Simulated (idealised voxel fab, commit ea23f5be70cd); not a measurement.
process module | voxel ribs on slabs
cross-section cut | 150 nm wide | cells 5 nm
A cross-section is a grid of square cells, given in bands from the top down. A band is one or more rows of cells.
Each band's line starts with the height of the band's top and of its bottom, in nm. Then come its materials from left to right, each with its width in nm. One material with "throughout" fills the band from edge to edge. "air" is empty space.
Height 0 is the level under which the wafer as received is all one material. The lowest band goes on downwards, as in "0 down".
A width such as "30 to 40" changes by the same amount from each row of cells to the next, from the band's top row to its bottom row.
"no change" after a step means that no cell of the cross-section changed.
closed voids: empty space of 8 cells or more with no open way to the top, each as width x height at its distance from the left edge, in nm
after a step's settings: what the simulator itself notes on the step
overlay nm, on a step with a mask: how far to the right of its planned place the mask lay; to the left if negative
plan
1 op RECEIVE | material Si
2 op DIRECTIONAL_DEP | material SiO2 | thk nm 30
3 op DIRECTIONAL_DEP | material polySi | thk nm 20
4 op DIRECTIONAL_DEP | material aC | thk nm 15
5 op PATTERN | tone cover | mask id RIB | material resist | width nm 30 | thk nm 30 | overlay nm 0
6 op DIRECTIONAL_ETCH | etch materials aC | depth nm 15
7 op STRIP | etch materials resist
8 op DIRECTIONAL_ETCH | etch materials polySi | depth nm 15
9 op STRIP | etch materials aC
10 op DIRECTIONAL_DEP | material aC | thk nm 10
11 op PATTERN | tone cover | mask id SLAB | material resist | width nm 90 | thk nm 25 | overlay nm 0
12 op DIRECTIONAL_ETCH | etch materials aC | depth nm 10
13 op STRIP | etch materials resist
14 op DIRECTIONAL_ETCH | etch materials polySi | depth nm 5
15 op STRIP | etch materials aC
16 op FILL_DEP | material SiO2 | thk nm 25
17 op CMP | height nm 65
18 op DIRECTIONAL_DEP | material W | thk nm 5
19 op PATTERN | tone cover | mask id HEATER | material resist | width nm 40 | thk nm 15 | overlay nm 0
20 op DIRECTIONAL_ETCH | etch materials W | depth nm 5
21 op STRIP | etch materials resist
22 op CONFORMAL_DEP | material SiN | thk nm 10
as received, after step 1
  0 down: Si throughout
  closed voids: none
a wafer at the end: this start, this plan, one mistake
  80 to 75: air 50 | SiN 50 | air 50
  75 to 70: SiN throughout
  70 to 65: SiN 60 | W 30 | SiN 60
  65 to 50: SiO2 throughout
  50 to 35: SiO2 60 | polySi 30 | SiO2 60
  35 to 30: SiO2 30 | polySi 90 | SiO2 30
  30 to 0: SiO2 throughout
  0 down: Si throughout
  closed voids: none
what went wrong: step 19 ran as: op PATTERN | tone cover | mask id HEATER | material resist | width nm 30 | thk nm 15 | overlay nm 0
